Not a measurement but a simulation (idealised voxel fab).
voxel self aligned contacts: a process module
Cross-section cut spans 225 nm and uses square cells 5 nm in size.
Cross-sections here: square-cell grids, written as top-down lists of bands, a band being one or more rows of cells.
Top height, bottom height, nm. Materials left to right, width each, nm. Single material + "everywhere" = fills band edge to edge. "air" = empty.
Beneath 0, the wafer as received is one material, and that level is where height counting begins. The lowest band goes on downward without a bottom; it is written like "0 and below".
A two-number width, for instance "30 to 40", indicates that the width is equal to the first number in the top row of the band and to the second number in the bottom row, and that it changes by a constant amount per row of cells.
Take "remained unchanged" at face value: in the step it is given for, the cross-section changed in none of its cells.
The list in "Entrapped voids" covers empty spaces of 8 cells or more that cannot reach the top through any open way, and it gives each as width x height at distance; the distance is from the left edge, and width, height and distance are in nm.
Where a step's line continues beyond its settings, the continuation is a remark by the simulator itself on that step.
"overlay nm", when on a step's line for a step with a mask, measures how far to the right of its planned place the mask lay; a negative measure means to the left.
### The process steps that were planned are listed below
step 1: RECEIVE with material Si
step 2: CONFORMAL_DEP with material SiO2, thk nm 5
step 3: DIRECTIONAL_DEP with material polySi, thk nm 25
step 4: DIRECTIONAL_DEP with material SiN, thk nm 15
step 5: PATTERN with tone cover, mask id GATE, material resist, width nm 35, pitch nm 60, thk nm 15, overlay nm 0
step 6: DIRECTIONAL_ETCH with etch materials SiN, depth nm 15
step 7: DIRECTIONAL_ETCH with etch materials polySi, depth nm 25
step 8: STRIP with etch materials resist
step 9: CONFORMAL_DEP with material SiN, thk nm 5
step 10: DIRECTIONAL_ETCH with etch materials SiN, depth nm 5
step 11: FILL_DEP with material SiO2, thk nm 20
step 12: CMP with height nm 55
step 13: MASKED_ETCH with tone open, mask id CONTACT, width nm 35, etch materials SiO2, depth nm 55, overlay nm 0
step 14: CONFORMAL_DEP with material TiN, thk nm 5
step 15: FILL_DEP with material Ru, thk nm 5
step 16: CMP with height nm 55
step 17: CONFORMAL_DEP with material SiN, thk nm 5
### As-received state of the wafer in cross-section, equivalent to post-step 1
* 0 and below: Si everywhere
* Entrapped voids: none
### First of two wafers at the end of the module, shown in cross-section; run carried out as planned
* 60 down to 55: SiN everywhere
* 55 down to 45: SiO2 95 nm | TiN 5 to 15 nm | Ru 25 to 5 nm | TiN 5 to 15 nm | SiO2 95 nm
* 45 down to 30: SiO2 60 nm | SiN 45 nm | TiN 5 nm | Ru 5 nm | TiN 5 nm | SiN 45 nm | SiO2 60 nm
* 30 down to 5: SiO2 60 nm | SiN 5 nm | polySi 35 nm | SiN 5 nm | TiN 5 nm | Ru 5 nm | TiN 5 nm | SiN 5 nm | polySi 35 nm | SiN 5 nm | SiO2 60 nm
* 5 down to 0: SiO2 105 nm | TiN 15 nm | SiO2 105 nm
* 0 and below: Si everywhere
* Entrapped voids: none
### Cross-section at end of module for the second wafer of two, which matched the first in starting point and plan and differed by one mistake in its processing
* 60 down to 55: SiN everywhere
* 55 down to 50: SiO2 60 nm | SiN 45 nm | TiN 5 nm | Ru 5 nm | TiN 5 nm | SiN 45 nm | SiO2 60 nm
* 50 down to 45: SiO2 60 nm | SiN 45 nm | TiN 15 nm | SiN 45 nm | SiO2 60 nm
* 45 down to 30: SiN everywhere
* 30 down to 5: polySi everywhere
* 5 down to 0: SiO2 everywhere
* 0 and below: Si everywhere
* Entrapped voids: none
What went wrong in running the wafer? step 4 of the plan was performed twice
Per the end-of-run cell counts, the second wafer holds more or fewer of some materials than the first: Ru: 13 fewer, SiN: 97 more, SiO2: 217 fewer, TiN: 22 fewer, polySi: 155 more
